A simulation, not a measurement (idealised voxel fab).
Herein follows the process module entitled voxel self aligned contacts.
Cross-section cut: width 245 nm, square cells of 5 nm.
A cross-section is a grid of square cells, given in bands from the top down. A band is one or more rows of cells.
Band: top height; bottom height; in nm. Then, left to right: material with width in nm, for each material. "edge to edge": a single material spanning edge to edge. "blank": empty space.
Height 0 is the level under which the wafer as received is all one material. The lowest band goes on downwards, as in "0..down".
A width given as "30->40" starts at the first number in the band's top row and ends at the second number in its bottom row, shifting by an equal amount at every step from row to row.
"identical to before" (step): cross-section cells unchanged, all of them.
Empty spaces counting at least 8 cells and having no open way to the top are listed in "Trapped cavities". The notation width x height at distance is used for each, the distance being from the left edge and all three values in nm.
Step line, after settings: the simulator's comment on this step.
The line of a step may include "overlay nm". On a step with a mask, this value is how far to the right of its planned place the mask lay. A negative value means the mask lay to the left.
So the way this works: pairs, before and after one process step. The after picture only goes down to the lowest band that actually changed, nothing below. Step and its settings are under each pair. And watch out, pairs might come from different runs of this module, same starting wafer though, so a pair only follows on from the one above if its "before" entry tells you so.

[before]
  0..down = Si edge to edge
  Trapped cavities: none

[After the Step]
  0..-5 = SiO2 edge to edge
  For the remainder of the cross-section, below -5, there is no change.
  Trapped cavities: none
It is this step that lies between the two cross-sections above: OXIDIZE: depth nm 5

before: It is represented by the cross-section appearing after the step of the pair directly above.

[After the Step]
  25..0 = polySi edge to edge
  For the remainder of the cross-section, below 0, there is no change.
  Trapped cavities: none
It is this step that lies between the two cross-sections above: DIRECTIONAL_DEP: material polySi, thk nm 25

before: It is represented by the cross-section appearing after the step of the pair directly above.

[After the Step]
  40..25 = SiN edge to edge
  For the remainder of the cross-section, below 25, there is no change.
  Trapped cavities: none
It is this step that lies between the two cross-sections above: DIRECTIONAL_DEP: material SiN, thk nm 15

before: It is represented by the cross-section appearing after the step of the pair directly above.

[After the Step]
  55..40 = aC edge to edge
  For the remainder of the cross-section, below 40, there is no change.
  Trapped cavities: none
It is this step that lies between the two cross-sections above: DIRECTIONAL_DEP: material aC, thk nm 15

before: It is represented by the cross-section appearing after the step of the pair directly above.

[After the Step]
  90..55 = blank=70  resist=35  blank=35  resist=35  blank=70
  For the remainder of the cross-section, below 55, there is no change.
  Trapped cavities: none
It is this step that lies between the two cross-sections above: PATTERN: tone cover, mask id GATE, material resist, width nm 35, pitch nm 70, thk nm 35, overlay nm 0

before: It is represented by the cross-section appearing after the step of the pair directly above.

[After the Step]
  75..55 = blank=70  resist=35  blank=35  resist=35  blank=70
  55..40 = blank=70  aC=35  blank=35  aC=35  blank=70
  For the remainder of the cross-section, below 40, there is no change.
  Trapped cavities: none
It is this step that lies between the two cross-sections above: DIRECTIONAL_ETCH: etch materials aC, depth nm 15

before: It is represented by the cross-section appearing after the step of the pair directly above.

[After the Step]
  55..40 = blank=70  aC=35  blank=35  aC=35  blank=70
  For the remainder of the cross-section, below 40, there is no change.
  Trapped cavities: none
It is this step that lies between the two cross-sections above: STRIP: etch materials resist

before: It is represented by the cross-section appearing after the step of the pair directly above.

[After the Step]
  55..40 = blank=70  aC=35  blank=35  aC=35  blank=70
  40..25 = blank=70  SiN=35  blank=35  SiN=35  blank=70
  For the remainder of the cross-section, below 25, there is no change.
  Trapped cavities: none
It is this step that lies between the two cross-sections above: DIRECTIONAL_ETCH: etch materials SiN, depth nm 15

before: It is represented by the cross-section appearing after the step of the pair directly above.

[After the Step]
  55..40 = blank=70  aC=35  blank=35  aC=35  blank=70
  40..25 = blank=70  SiN=35  blank=35  SiN=35  blank=70
  25..0 = blank=70  polySi=35  blank=35  polySi=35  blank=70
  For the remainder of the cross-section, below 0, there is no change.
  Trapped cavities: none
It is this step that lies between the two cross-sections above: DIRECTIONAL_ETCH: etch materials polySi, depth nm 25

before: It is represented by the cross-section appearing after the step of the pair directly above.

[After the Step]
  40..25 = blank=70  SiN=35  blank=35  SiN=35  blank=70
  For the remainder of the cross-section, below 25, there is no change.
  Trapped cavities: none
It is this step that lies between the two cross-sections above: STRIP: etch materials aC

before: It is represented by the cross-section appearing after the step of the pair directly above.

[After the Step]
  45..25 = blank=65  SiN=45  blank=25  SiN=45  blank=65
  25..5 = blank=65  SiN=5  polySi=35  SiN=5  blank=25  SiN=5  polySi=35  SiN=5  blank=65
  5..0 = SiN=70  polySi=35  SiN=35  polySi=35  SiN=70
  For the remainder of the cross-section, below 0, there is no change.
  Trapped cavities: none
It is this step that lies between the two cross-sections above: CONFORMAL_DEP: material SiN, thk nm 5

before: It is represented by the cross-section appearing after the step of the pair directly above.

[After the Step]
  40..25 = blank=65  SiN=45  blank=25  SiN=45  blank=65
  25..0 = blank=65  SiN=5  polySi=35  SiN=5  blank=25  SiN=5  polySi=35  SiN=5  blank=65
  For the remainder of the cross-section, below 0, there is no change.
  Trapped cavities: none
It is this step that lies between the two cross-sections above: DIRECTIONAL_ETCH: etch materials SiN, depth nm 5

before: It is represented by the cross-section appearing after the step of the pair directly above.

[After the Step]
  50..40 = SiO2 edge to edge
  40..25 = SiO2=65  SiN=45  SiO2=25  SiN=45  SiO2=65
  25..0 = SiO2=65  SiN=5  polySi=35  SiN=5  SiO2=25  SiN=5  polySi=35  SiN=5  SiO2=65
  For the remainder of the cross-section, below 0, there is no change.
  Trapped cavities: none
It is this step that lies between the two cross-sections above: FILL_DEP: material SiO2, thk nm 10

before: It is represented by the cross-section appearing after the step of the pair directly above.

[After the Step]
  45..40 = SiO2 edge to edge
  For the remainder of the cross-section, below 40, there is no change.
  Trapped cavities: none
It is this step that lies between the two cross-sections above: CMP: height nm 45

before: It is represented by the cross-section appearing after the step of the pair directly above.

[After the Step]
  60..45 = resist=95  blank=55  resist=95
  For the remainder of the cross-section, below 45, there is no change.
  Trapped cavities: none
It is this step that lies between the two cross-sections above: PATTERN: tone open, mask id CONTACT, material resist, width nm 55, thk nm 15, overlay nm 0

before: It is represented by the cross-section appearing after the step of the pair directly above.

[After the Step]
  60..45 = resist=95  blank=55  resist=95
  45..40 = SiO2=95  blank=55  SiO2=95
  40..25 = SiO2=65  SiN=45  blank=25  SiN=45  SiO2=65
  25..0 = SiO2=65  SiN=5  polySi=35  SiN=5  blank=25  SiN=5  polySi=35  SiN=5  SiO2=65
  0..-5 = SiO2=110  blank=25  SiO2=110
  For the remainder of the cross-section, below -5, there is no change.
  Trapped cavities: none
It is this step that lies between the two cross-sections above: DIRECTIONAL_ETCH: etch materials SiO2, depth nm 50

before: It is represented by the cross-section appearing after the step of the pair directly above.

[After the Step]
  45..40 = SiO2=95  blank=55  SiO2=95
  For the remainder of the cross-section, below 40, there is no change.
  Trapped cavities: none
It is this step that lies between the two cross-sections above: STRIP: etch materials resist

before: It is represented by the cross-section appearing after the step of the pair directly above.

[After the Step]
  50..45 = TiN=100  blank=45  TiN=100
  45..40 = SiO2=95  TiN=20  blank=15  TiN=20  SiO2=95
  40..25 = SiO2=65  SiN=45  TiN=5  blank=15  TiN=5  SiN=45  SiO2=65
  25..0 = SiO2=65  SiN=5  polySi=35  SiN=5  TiN=5  blank=15  TiN=5  SiN=5  polySi=35  SiN=5  SiO2=65
  0..-5 = SiO2=110  TiN=25  SiO2=110
  For the remainder of the cross-section, below -5, there is no change.
  Trapped cavities: none
It is this step that lies between the two cross-sections above: CONFORMAL_DEP: material TiN, thk nm 5

before: It is represented by the cross-section appearing after the step of the pair directly above.

[After the Step]
  60..50 = W edge to edge
  50..45 = TiN=100  W=45  TiN=100
  45..40 = SiO2=95  TiN=20  W=15  TiN=20  SiO2=95
  40..25 = SiO2=65  SiN=45  TiN=5  W=15  TiN=5  SiN=45  SiO2=65
  25..0 = SiO2=65  SiN=5  polySi=35  SiN=5  TiN=5  W=15  TiN=5  SiN=5  polySi=35  SiN=5  SiO2=65
  For the remainder of the cross-section, below 0, there is no change.
  Trapped cavities: none
It is this step that lies between the two cross-sections above: FILL_DEP: material W, thk nm 10

before: It is represented by the cross-section appearing after the step of the pair directly above.

[After the Step]
  45..40 = SiO2=95  TiN=20  W=15  TiN=20  SiO2=95
  For the remainder of the cross-section, below 40, there is no change.
  Trapped cavities: none
It is this step that lies between the two cross-sections above: CMP: height nm 45

before: It is represented by the cross-section appearing after the step of the pair directly above.

[After the Step]
  50..45 = SiN edge to edge
  For the remainder of the cross-section, below 45, there is no change.
  Trapped cavities: none
It is this step that lies between the two cross-sections above: CONFORMAL_DEP: material SiN, thk nm 5

[before]
  0..down = Si edge to edge
  Trapped cavities: none

[After the Step]
  25..0 = polySi edge to edge
  For the remainder of the cross-section, below 0, there is no change.
  Trapped cavities: none
It is this step that lies between the two cross-sections above: DIRECTIONAL_DEP: material polySi, thk nm 25

before: It is represented by the cross-section appearing after the step of the pair directly above.

[After the Step]
  40..25 = SiN edge to edge
  For the remainder of the cross-section, below 25, there is no change.
  Trapped cavities: none
It is this step that lies between the two cross-sections above: DIRECTIONAL_DEP: material SiN, thk nm 15

before: It is represented by the cross-section appearing after the step of the pair directly above.

[After the Step]
  55..40 = aC edge to edge
  For the remainder of the cross-section, below 40, there is no change.
  Trapped cavities: none
It is this step that lies between the two cross-sections above: DIRECTIONAL_DEP: material aC, thk nm 15

before: It is represented by the cross-section appearing after the step of the pair directly above.

[After the Step]
  90..55 = blank=70  resist=35  blank=35  resist=35  blank=70
  For the remainder of the cross-section, below 55, there is no change.
  Trapped cavities: none
It is this step that lies between the two cross-sections above: PATTERN: tone cover, mask id GATE, material resist, width nm 35, pitch nm 70, thk nm 35, overlay nm 0

before: It is represented by the cross-section appearing after the step of the pair directly above.

[After the Step]
  75..55 = blank=70  resist=35  blank=35  resist=35  blank=70
  55..40 = blank=70  aC=35  blank=35  aC=35  blank=70
  For the remainder of the cross-section, below 40, there is no change.
  Trapped cavities: none
It is this step that lies between the two cross-sections above: DIRECTIONAL_ETCH: etch materials aC, depth nm 15

before: It is represented by the cross-section appearing after the step of the pair directly above.

[After the Step]
  55..40 = blank=70  aC=35  blank=35  aC=35  blank=70
  For the remainder of the cross-section, below 40, there is no change.
  Trapped cavities: none
It is this step that lies between the two cross-sections above: STRIP: etch materials resist

before: It is represented by the cross-section appearing after the step of the pair directly above.

[After the Step]
  55..40 = blank=70  aC=35  blank=35  aC=35  blank=70
  40..25 = blank=70  SiN=35  blank=35  SiN=35  blank=70
  For the remainder of the cross-section, below 25, there is no change.
  Trapped cavities: none
It is this step that lies between the two cross-sections above: DIRECTIONAL_ETCH: etch materials SiN, depth nm 15

before: It is represented by the cross-section appearing after the step of the pair directly above.

[After the Step]
  55..40 = blank=70  aC=35  blank=35  aC=35  blank=70
  40..25 = blank=70  SiN=35  blank=35  SiN=35  blank=70
  25..0 = blank=70  polySi=35  blank=35  polySi=35  blank=70
  For the remainder of the cross-section, below 0, there is no change.
  Trapped cavities: none
It is this step that lies between the two cross-sections above: DIRECTIONAL_ETCH: etch materials polySi, depth nm 25

before: It is represented by the cross-section appearing after the step of the pair directly above.

[After the Step]
  40..25 = blank=70  SiN=35  blank=35  SiN=35  blank=70
  For the remainder of the cross-section, below 25, there is no change.
  Trapped cavities: none
It is this step that lies between the two cross-sections above: STRIP: etch materials aC

before: It is represented by the cross-section appearing after the step of the pair directly above.

[After the Step]
  45..25 = blank=65  SiN=45  blank=25  SiN=45  blank=65
  25..5 = blank=65  SiN=5  polySi=35  SiN=5  blank=25  SiN=5  polySi=35  SiN=5  blank=65
  5..0 = SiN=70  polySi=35  SiN=35  polySi=35  SiN=70
  For the remainder of the cross-section, below 0, there is no change.
  Trapped cavities: none
It is this step that lies between the two cross-sections above: CONFORMAL_DEP: material SiN, thk nm 5

before: It is represented by the cross-section appearing after the step of the pair directly above.

[After the Step]
  40..25 = blank=65  SiN=45  blank=25  SiN=45  blank=65
  25..0 = blank=65  SiN=5  polySi=35  SiN=5  blank=25  SiN=5  polySi=35  SiN=5  blank=65
  For the remainder of the cross-section, below 0, there is no change.
  Trapped cavities: none
It is this step that lies between the two cross-sections above: DIRECTIONAL_ETCH: etch materials SiN, depth nm 5

before: It is represented by the cross-section appearing after the step of the pair directly above.

[After the Step]
  50..40 = SiO2 edge to edge
  40..25 = SiO2=65  SiN=45  SiO2=25  SiN=45  SiO2=65
  25..0 = SiO2=65  SiN=5  polySi=35  SiN=5  SiO2=25  SiN=5  polySi=35  SiN=5  SiO2=65
  For the remainder of the cross-section, below 0, there is no change.
  Trapped cavities: none
It is this step that lies between the two cross-sections above: FILL_DEP: material SiO2, thk nm 10

before: It is represented by the cross-section appearing after the step of the pair directly above.

[After the Step]
  45..40 = SiO2 edge to edge
  For the remainder of the cross-section, below 40, there is no change.
  Trapped cavities: none
It is this step that lies between the two cross-sections above: CMP: height nm 45

before: It is represented by the cross-section appearing after the step of the pair directly above.

[After the Step]
  60..45 = resist=95  blank=55  resist=95
  For the remainder of the cross-section, below 45, there is no change.
  Trapped cavities: none
It is this step that lies between the two cross-sections above: PATTERN: tone open, mask id CONTACT, material resist, width nm 55, thk nm 15, overlay nm 0

before: It is represented by the cross-section appearing after the step of the pair directly above.

[After the Step]
  60..45 = resist=95  blank=55  resist=95
  45..40 = SiO2=95  blank=55  SiO2=95
  40..25 = SiO2=65  SiN=45  blank=25  SiN=45  SiO2=65
  25..0 = SiO2=65  SiN=5  polySi=35  SiN=5  blank=25  SiN=5  polySi=35  SiN=5  SiO2=65
  For the remainder of the cross-section, below 0, there is no change.
  Trapped cavities: none
It is this step that lies between the two cross-sections above: DIRECTIONAL_ETCH: etch materials SiO2, depth nm 50

before: It is represented by the cross-section appearing after the step of the pair directly above.

[After the Step]
  45..40 = SiO2=95  blank=55  SiO2=95
  For the remainder of the cross-section, below 40, there is no change.
  Trapped cavities: none
It is this step that lies between the two cross-sections above: STRIP: etch materials resist

before: It is represented by the cross-section appearing after the step of the pair directly above.

[After the Step]
  50..45 = TiN=100  blank=45  TiN=100
  45..40 = SiO2=95  TiN=20  blank=15  TiN=20  SiO2=95
  40..25 = SiO2=65  SiN=45  TiN=5  blank=15  TiN=5  SiN=45  SiO2=65
  25..5 = SiO2=65  SiN=5  polySi=35  SiN=5  TiN=5  blank=15  TiN=5  SiN=5  polySi=35  SiN=5  SiO2=65
  5..0 = SiO2=65  SiN=5  polySi=35  SiN=5  TiN=25  SiN=5  polySi=35  SiN=5  SiO2=65
  For the remainder of the cross-section, below 0, there is no change.
  Trapped cavities: none
It is this step that lies between the two cross-sections above: CONFORMAL_DEP: material TiN, thk nm 5

before: It is represented by the cross-section appearing after the step of the pair directly above.

[After the Step]
  60..50 = W edge to edge
  50..45 = TiN=100  W=45  TiN=100
  45..40 = SiO2=95  TiN=20  W=15  TiN=20  SiO2=95
  40..25 = SiO2=65  SiN=45  TiN=5  W=15  TiN=5  SiN=45  SiO2=65
  25..5 = SiO2=65  SiN=5  polySi=35  SiN=5  TiN=5  W=15  TiN=5  SiN=5  polySi=35  SiN=5  SiO2=65
  For the remainder of the cross-section, below 5, there is no change.
  Trapped cavities: none
It is this step that lies between the two cross-sections above: FILL_DEP: material W, thk nm 10

before: It is represented by the cross-section appearing after the step of the pair directly above.

[After the Step]
  45..40 = SiO2=95  TiN=20  W=15  TiN=20  SiO2=95
  For the remainder of the cross-section, below 40, there is no change.
  Trapped cavities: none
It is this step that lies between the two cross-sections above: CMP: height nm 45

before: It is represented by the cross-section appearing after the step of the pair directly above.

[After the Step]
  50..45 = SiN edge to edge
  For the remainder of the cross-section, below 45, there is no change.
  Trapped cavities: none
It is this step that lies between the two cross-sections above: CONFORMAL_DEP: material SiN, thk nm 5

[before]
  25..0 = polySi edge to edge
  0..-5 = SiO2 edge to edge
  -5..down = Si edge to edge
  Trapped cavities: none

[After the Step]
  50..0 = polySi edge to edge
  For the remainder of the cross-section, below 0, there is no change.
  Trapped cavities: none
It is this step that lies between the two cross-sections above: DIRECTIONAL_DEP: material polySi, thk nm 25

before: It is represented by the cross-section appearing after the step of the pair directly above.

[After the Step]
  65..50 = SiN edge to edge
  For the remainder of the cross-section, below 50, there is no change.
  Trapped cavities: none
It is this step that lies between the two cross-sections above: DIRECTIONAL_DEP: material SiN, thk nm 15

before: It is represented by the cross-section appearing after the step of the pair directly above.

[After the Step]
  80..65 = aC edge to edge
  For the remainder of the cross-section, below 65, there is no change.
  Trapped cavities: none
It is this step that lies between the two cross-sections above: DIRECTIONAL_DEP: material aC, thk nm 15

before: It is represented by the cross-section appearing after the step of the pair directly above.

[After the Step]
  115..80 = blank=70  resist=35  blank=35  resist=35  blank=70
  For the remainder of the cross-section, below 80, there is no change.
  Trapped cavities: none
It is this step that lies between the two cross-sections above: PATTERN: tone cover, mask id GATE, material resist, width nm 35, pitch nm 70, thk nm 35, overlay nm 0

before: It is represented by the cross-section appearing after the step of the pair directly above.

[After the Step]
  100..80 = blank=70  resist=35  blank=35  resist=35  blank=70
  80..65 = blank=70  aC=35  blank=35  aC=35  blank=70
  For the remainder of the cross-section, below 65, there is no change.
  Trapped cavities: none
It is this step that lies between the two cross-sections above: DIRECTIONAL_ETCH: etch materials aC, depth nm 15

before: It is represented by the cross-section appearing after the step of the pair directly above.

[After the Step]
  80..65 = blank=70  aC=35  blank=35  aC=35  blank=70
  For the remainder of the cross-section, below 65, there is no change.
  Trapped cavities: none
It is this step that lies between the two cross-sections above: STRIP: etch materials resist

before: It is represented by the cross-section appearing after the step of the pair directly above.

[After the Step]
  80..65 = blank=70  aC=35  blank=35  aC=35  blank=70
  65..50 = blank=70  SiN=35  blank=35  SiN=35  blank=70
  For the remainder of the cross-section, below 50, there is no change.
  Trapped cavities: none
It is this step that lies between the two cross-sections above: DIRECTIONAL_ETCH: etch materials SiN, depth nm 15

before: It is represented by the cross-section appearing after the step of the pair directly above.

[After the Step]
  80..65 = blank=70  aC=35  blank=35  aC=35  blank=70
  65..50 = blank=70  SiN=35  blank=35  SiN=35  blank=70
  50..25 = blank=70  polySi=35  blank=35  polySi=35  blank=70
  For the remainder of the cross-section, below 25, there is no change.
  Trapped cavities: none
It is this step that lies between the two cross-sections above: DIRECTIONAL_ETCH: etch materials polySi, depth nm 25

before: It is represented by the cross-section appearing after the step of the pair directly above.

[After the Step]
  65..50 = blank=70  SiN=35  blank=35  SiN=35  blank=70
  For the remainder of the cross-section, below 50, there is no change.
  Trapped cavities: none
It is this step that lies between the two cross-sections above: STRIP: etch materials aC

before: It is represented by the cross-section appearing after the step of the pair directly above.

[After the Step]
  70..50 = blank=65  SiN=45  blank=25  SiN=45  blank=65
  50..30 = blank=65  SiN=5  polySi=35  SiN=5  blank=25  SiN=5  polySi=35  SiN=5  blank=65
  30..25 = SiN=70  polySi=35  SiN=35  polySi=35  SiN=70
  For the remainder of the cross-section, below 25, there is no change.
  Trapped cavities: none
It is this step that lies between the two cross-sections above: CONFORMAL_DEP: material SiN, thk nm 5

before: It is represented by the cross-section appearing after the step of the pair directly above.

[After the Step]
  65..50 = blank=65  SiN=45  blank=25  SiN=45  blank=65
  50..25 = blank=65  SiN=5  polySi=35  SiN=5  blank=25  SiN=5  polySi=35  SiN=5  blank=65
  For the remainder of the cross-section, below 25, there is no change.
  Trapped cavities: none
It is this step that lies between the two cross-sections above: DIRECTIONAL_ETCH: etch materials SiN, depth nm 5

before: It is represented by the cross-section appearing after the step of the pair directly above.

[After the Step]
  75..65 = SiO2 edge to edge
  65..50 = SiO2=65  SiN=45  SiO2=25  SiN=45  SiO2=65
  50..25 = SiO2=65  SiN=5  polySi=35  SiN=5  SiO2=25  SiN=5  polySi=35  SiN=5  SiO2=65
  For the remainder of the cross-section, below 25, there is no change.
  Trapped cavities: none
It is this step that lies between the two cross-sections above: FILL_DEP: material SiO2, thk nm 10

before: It is represented by the cross-section appearing after the step of the pair directly above.

[After the Step]
  45..25 = SiO2=65  SiN=5  polySi=35  SiN=5  SiO2=25  SiN=5  polySi=35  SiN=5  SiO2=65
  For the remainder of the cross-section, below 25, there is no change.
  Trapped cavities: none
It is this step that lies between the two cross-sections above: CMP: height nm 45

before: It is represented by the cross-section appearing after the step of the pair directly above.

[After the Step]
  60..45 = resist=95  blank=55  resist=95
  For the remainder of the cross-section, below 45, there is no change.
  Trapped cavities: none
It is this step that lies between the two cross-sections above: PATTERN: tone open, mask id CONTACT, material resist, width nm 55, thk nm 15, overlay nm 0

before: It is represented by the cross-section appearing after the step of the pair directly above.

[After the Step]
  60..45 = resist=95  blank=55  resist=95
  45..25 = SiO2=65  SiN=5  polySi=35  SiN=5  blank=25  SiN=5  polySi=35  SiN=5  SiO2=65
  For the remainder of the cross-section, below 25, there is no change.
  Trapped cavities: none
It is this step that lies between the two cross-sections above: DIRECTIONAL_ETCH: etch materials SiO2, depth nm 50

before: It is represented by the cross-section appearing after the step of the pair directly above.

[After the Step]
  45..25 = SiO2=65  SiN=5  polySi=35  SiN=5  blank=25  SiN=5  polySi=35  SiN=5  SiO2=65
  For the remainder of the cross-section, below 25, there is no change.
  Trapped cavities: none
It is this step that lies between the two cross-sections above: STRIP: etch materials resist

before: It is represented by the cross-section appearing after the step of the pair directly above.

[After the Step]
  50..45 = TiN=115  blank=15  TiN=115
  45..30 = SiO2=65  SiN=5  polySi=35  SiN=5  TiN=5  blank=15  TiN=5  SiN=5  polySi=35  SiN=5  SiO2=65
  30..25 = SiO2=65  SiN=5  polySi=35  SiN=5  TiN=25  SiN=5  polySi=35  SiN=5  SiO2=65
  For the remainder of the cross-section, below 25, there is no change.
  Trapped cavities: none
It is this step that lies between the two cross-sections above: CONFORMAL_DEP: material TiN, thk nm 5

before: It is represented by the cross-section appearing after the step of the pair directly above.

[After the Step]
  60..50 = W edge to edge
  50..45 = TiN=115  W=15  TiN=115
  45..30 = SiO2=65  SiN=5  polySi=35  SiN=5  TiN=5  W=15  TiN=5  SiN=5  polySi=35  SiN=5  SiO2=65
  For the remainder of the cross-section, below 30, there is no change.
  Trapped cavities: none
It is this step that lies between the two cross-sections above: FILL_DEP: material W, thk nm 10

before: It is represented by the cross-section appearing after the step of the pair directly above.

[After the Step]
  45..30 = SiO2=65  SiN=5  polySi=35  SiN=5  TiN=5  W=15  TiN=5  SiN=5  polySi=35  SiN=5  SiO2=65
  For the remainder of the cross-section, below 30, there is no change.
  Trapped cavities: none
It is this step that lies between the two cross-sections above: CMP: height nm 45

before: It is represented by the cross-section appearing after the step of the pair directly above.

[After the Step]
  50..45 = SiN edge to edge
  For the remainder of the cross-section, below 45, there is no change.
  Trapped cavities: none
It is this step that lies between the two cross-sections above: CONFORMAL_DEP: material SiN, thk nm 5

[before]
  0..-5 = SiO2 edge to edge
  -5..down = Si edge to edge
  Trapped cavities: none

[After the Step]
  15..0 = SiN edge to edge
  For the remainder of the cross-section, below 0, there is no change.
  Trapped cavities: none
It is this step that lies between the two cross-sections above: DIRECTIONAL_DEP: material SiN, thk nm 15

before: It is represented by the cross-section appearing after the step of the pair directly above.

[After the Step]
  40..15 = polySi edge to edge
  For the remainder of the cross-section, below 15, there is no change.
  Trapped cavities: none
It is this step that lies between the two cross-sections above: DIRECTIONAL_DEP: material polySi, thk nm 25

before: It is represented by the cross-section appearing after the step of the pair directly above.

[After the Step]
  55..40 = aC edge to edge
  For the remainder of the cross-section, below 40, there is no change.
  Trapped cavities: none
It is this step that lies between the two cross-sections above: DIRECTIONAL_DEP: material aC, thk nm 15

before: It is represented by the cross-section appearing after the step of the pair directly above.

[After the Step]
  90..55 = blank=70  resist=35  blank=35  resist=35  blank=70
  For the remainder of the cross-section, below 55, there is no change.
  Trapped cavities: none
It is this step that lies between the two cross-sections above: PATTERN: tone cover, mask id GATE, material resist, width nm 35, pitch nm 70, thk nm 35, overlay nm 0

before: It is represented by the cross-section appearing after the step of the pair directly above.

[After the Step]
  75..55 = blank=70  resist=35  blank=35  resist=35  blank=70
  55..40 = blank=70  aC=35  blank=35  aC=35  blank=70
  For the remainder of the cross-section, below 40, there is no change.
  Trapped cavities: none
It is this step that lies between the two cross-sections above: DIRECTIONAL_ETCH: etch materials aC, depth nm 15

before: It is represented by the cross-section appearing after the step of the pair directly above.

[After the Step]
  55..40 = blank=70  aC=35  blank=35  aC=35  blank=70
  For the remainder of the cross-section, below 40, there is no change.
  Trapped cavities: none
It is this step that lies between the two cross-sections above: STRIP: etch materials resist

before: It is represented by the cross-section appearing after the step of the pair directly above.

[After the Step]
  55..40 = blank=70  aC=35  blank=35  aC=35  blank=70
  40..15 = blank=70  polySi=35  blank=35  polySi=35  blank=70
  For the remainder of the cross-section, below 15, there is no change.
  Trapped cavities: none
It is this step that lies between the two cross-sections above: DIRECTIONAL_ETCH: etch materials polySi, depth nm 25

before: It is represented by the cross-section appearing after the step of the pair directly above.

[After the Step]
  40..15 = blank=70  polySi=35  blank=35  polySi=35  blank=70
  For the remainder of the cross-section, below 15, there is no change.
  Trapped cavities: none
It is this step that lies between the two cross-sections above: STRIP: etch materials aC

before: It is represented by the cross-section appearing after the step of the pair directly above.

[After the Step]
  45..40 = blank=65  SiN=45  blank=25  SiN=45  blank=65
  40..20 = blank=65  SiN=5  polySi=35  SiN=5  blank=25  SiN=5  polySi=35  SiN=5  blank=65
  20..15 = SiN=70  polySi=35  SiN=35  polySi=35  SiN=70
  For the remainder of the cross-section, below 15, there is no change.
  Trapped cavities: none
It is this step that lies between the two cross-sections above: CONFORMAL_DEP: material SiN, thk nm 5

before: It is represented by the cross-section appearing after the step of the pair directly above.

[After the Step]
  40..15 = blank=65  SiN=5  polySi=35  SiN=5  blank=25  SiN=5  polySi=35  SiN=5  blank=65
  For the remainder of the cross-section, below 15, there is no change.
  Trapped cavities: none
It is this step that lies between the two cross-sections above: DIRECTIONAL_ETCH: etch materials SiN, depth nm 5

before: It is represented by the cross-section appearing after the step of the pair directly above.

[After the Step]
  50..40 = SiO2 edge to edge
  40..15 = SiO2=65  SiN=5  polySi=35  SiN=5  SiO2=25  SiN=5  polySi=35  SiN=5  SiO2=65
  For the remainder of the cross-section, below 15, there is no change.
  Trapped cavities: none
It is this step that lies between the two cross-sections above: FILL_DEP: material SiO2, thk nm 10

before: It is represented by the cross-section appearing after the step of the pair directly above.

[After the Step]
  45..40 = SiO2 edge to edge
  For the remainder of the cross-section, below 40, there is no change.
  Trapped cavities: none
It is this step that lies between the two cross-sections above: CMP: height nm 45

before: It is represented by the cross-section appearing after the step of the pair directly above.

[After the Step]
  60..45 = resist=95  blank=55  resist=95
  For the remainder of the cross-section, below 45, there is no change.
  Trapped cavities: none
It is this step that lies between the two cross-sections above: PATTERN: tone open, mask id CONTACT, material resist, width nm 55, thk nm 15, overlay nm 0

before: It is represented by the cross-section appearing after the step of the pair directly above.

[After the Step]
  60..45 = resist=95  blank=55  resist=95
  45..40 = SiO2=95  blank=55  SiO2=95
  40..15 = SiO2=65  SiN=5  polySi=35  SiN=5  blank=25  SiN=5  polySi=35  SiN=5  SiO2=65
  For the remainder of the cross-section, below 15, there is no change.
  Trapped cavities: none
It is this step that lies between the two cross-sections above: DIRECTIONAL_ETCH: etch materials SiO2, depth nm 50

before: It is represented by the cross-section appearing after the step of the pair directly above.

[After the Step]
  45..40 = SiO2=95  blank=55  SiO2=95
  For the remainder of the cross-section, below 40, there is no change.
  Trapped cavities: none
It is this step that lies between the two cross-sections above: STRIP: etch materials resist

before: It is represented by the cross-section appearing after the step of the pair directly above.

[After the Step]
  50..45 = TiN=100  blank=45  TiN=100
  45..40 = SiO2=95  TiN=20  blank=15  TiN=20  SiO2=95
  40..20 = SiO2=65  SiN=5  polySi=35  SiN=5  TiN=5  blank=15  TiN=5  SiN=5  polySi=35  SiN=5  SiO2=65
  20..15 = SiO2=65  SiN=5  polySi=35  SiN=5  TiN=25  SiN=5  polySi=35  SiN=5  SiO2=65
  For the remainder of the cross-section, below 15, there is no change.
  Trapped cavities: none
It is this step that lies between the two cross-sections above: CONFORMAL_DEP: material TiN, thk nm 5

before: It is represented by the cross-section appearing after the step of the pair directly above.

[After the Step]
  60..50 = W edge to edge
  50..45 = TiN=100  W=45  TiN=100
  45..40 = SiO2=95  TiN=20  W=15  TiN=20  SiO2=95
  40..20 = SiO2=65  SiN=5  polySi=35  SiN=5  TiN=5  W=15  TiN=5  SiN=5  polySi=35  SiN=5  SiO2=65
  For the remainder of the cross-section, below 20, there is no change.
  Trapped cavities: none
It is this step that lies between the two cross-sections above: FILL_DEP: material W, thk nm 10

before: It is represented by the cross-section appearing after the step of the pair directly above.

[After the Step]
  45..40 = SiO2=95  TiN=20  W=15  TiN=20  SiO2=95
  For the remainder of the cross-section, below 40, there is no change.
  Trapped cavities: none
It is this step that lies between the two cross-sections above: CMP: height nm 45

before: It is represented by the cross-section appearing after the step of the pair directly above.

[After the Step]
  50..45 = SiN edge to edge
  For the remainder of the cross-section, below 45, there is no change.
  Trapped cavities: none
It is this step that lies between the two cross-sections above: CONFORMAL_DEP: material SiN, thk nm 5

[before]
  0..-5 = SiO2 edge to edge
  -5..down = Si edge to edge
  Trapped cavities: none

[After the Step]
  20..0 = polySi edge to edge
  For the remainder of the cross-section, below 0, there is no change.
  Trapped cavities: none
It is this step that lies between the two cross-sections above: DIRECTIONAL_DEP: material polySi, thk nm 20

before: It is represented by the cross-section appearing after the step of the pair directly above.

[After the Step]
  35..20 = SiN edge to edge
  For the remainder of the cross-section, below 20, there is no change.
  Trapped cavities: none
It is this step that lies between the two cross-sections above: DIRECTIONAL_DEP: material SiN, thk nm 15

before: It is represented by the cross-section appearing after the step of the pair directly above.

[After the Step]
  50..35 = aC edge to edge
  For the remainder of the cross-section, below 35, there is no change.
  Trapped cavities: none
It is this step that lies between the two cross-sections above: DIRECTIONAL_DEP: material aC, thk nm 15

before: It is represented by the cross-section appearing after the step of the pair directly above.

[After the Step]
  85..50 = blank=70  resist=35  blank=35  resist=35  blank=70
  For the remainder of the cross-section, below 50, there is no change.
  Trapped cavities: none
It is this step that lies between the two cross-sections above: PATTERN: tone cover, mask id GATE, material resist, width nm 35, pitch nm 70, thk nm 35, overlay nm 0

before: It is represented by the cross-section appearing after the step of the pair directly above.

[After the Step]
  70..50 = blank=70  resist=35  blank=35  resist=35  blank=70
  50..35 = blank=70  aC=35  blank=35  aC=35  blank=70
  For the remainder of the cross-section, below 35, there is no change.
  Trapped cavities: none
It is this step that lies between the two cross-sections above: DIRECTIONAL_ETCH: etch materials aC, depth nm 15
